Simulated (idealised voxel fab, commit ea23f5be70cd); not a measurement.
The following process module bears the name voxel released beams.
Cross-sectional view cut (width: 245 nm; square cell size: 5 nm).
A cross-section is written here as square cells arranged in a grid, and it is given in bands from the top down, each band taking up one or more rows of cells.
Band entry format. Leading values: height of top, height of bottom, nm. Remainder: materials in left-to-right order, each with its width in nm. Special words: "everywhere" on a single material, which then fills the band edge to edge; "air", empty space.
Heights are measured from 0, the level below which the as-received wafer is all one material; the lowest band has no bottom and continues downward, written as in "top 0, no bottom".
The notation "30 to 40" denotes a width that varies across the rows of cells in the band, beginning at the first number in the top row, finishing at the second number in the bottom row, and changing by an identical amount from each row to the next.
"all unchanged" (step): cross-section cells unchanged, all of them.
"Unvented cavities" contains a list of empty spaces, each no smaller than 8 cells and without an open way to the top, written in the form width x height at distance with the distance from the left edge and all three in nm.
Post-settings text on a step line: simulator's own remark regarding the step.
When a step includes a mask, the "overlay nm" setting on its line states how far to the right of its planned place that mask lay, and negative values state how far to the left.

Below is the list of planned process steps
1 RECEIVE (material Si)
2 CONFORMAL_DEP (material Al2O3; thk nm 10)
3 DIRECTIONAL_DEP (material SiO2; thk nm 10)
4 DIRECTIONAL_DEP (material aC; thk nm 10)
5 PATTERN (tone open; mask id ANCHOR; material resist; width nm 35; thk nm 25; overlay nm 0)
6 DIRECTIONAL_ETCH (etch materials aC; depth nm 10)
7 STRIP (etch materials resist)
8 DIRECTIONAL_ETCH (etch materials SiO2; depth nm 10)
9 STRIP (etch materials aC)
10 CONFORMAL_DEP (material W; thk nm 15)
11 DIRECTIONAL_DEP (material aC; thk nm 15)
12 PATTERN (tone cover; mask id BEAM; material resist; width nm 105; thk nm 30; overlay nm 0)
13 DIRECTIONAL_ETCH (etch materials aC; depth nm 15)
14 STRIP (etch materials resist)
15 DIRECTIONAL_ETCH (etch materials W; depth nm 15)
16 STRIP (etch materials aC)
17 STRIP (etch materials SiO2)

So this is the incoming wafer in cross-section - it's already been through step 1
> top 0, no bottom = Si everywhere
> Unvented cavities: none

Result of the module, cross-sectioned: start per above, plan per above, one error in how it was run
> top 25, bottom 15 = 65 air | 20 W | 5 air | 80 W | 75 air
> top 15, bottom 10 = 65 air | 105 W | 75 air
> top 10, bottom 0 = 70 air | 35 W | 140 air
> top 0, no bottom = Si everywhere
> Unvented cavities: none
What went wrong in running the wafer? step 2 of the plan: omitted, not performed
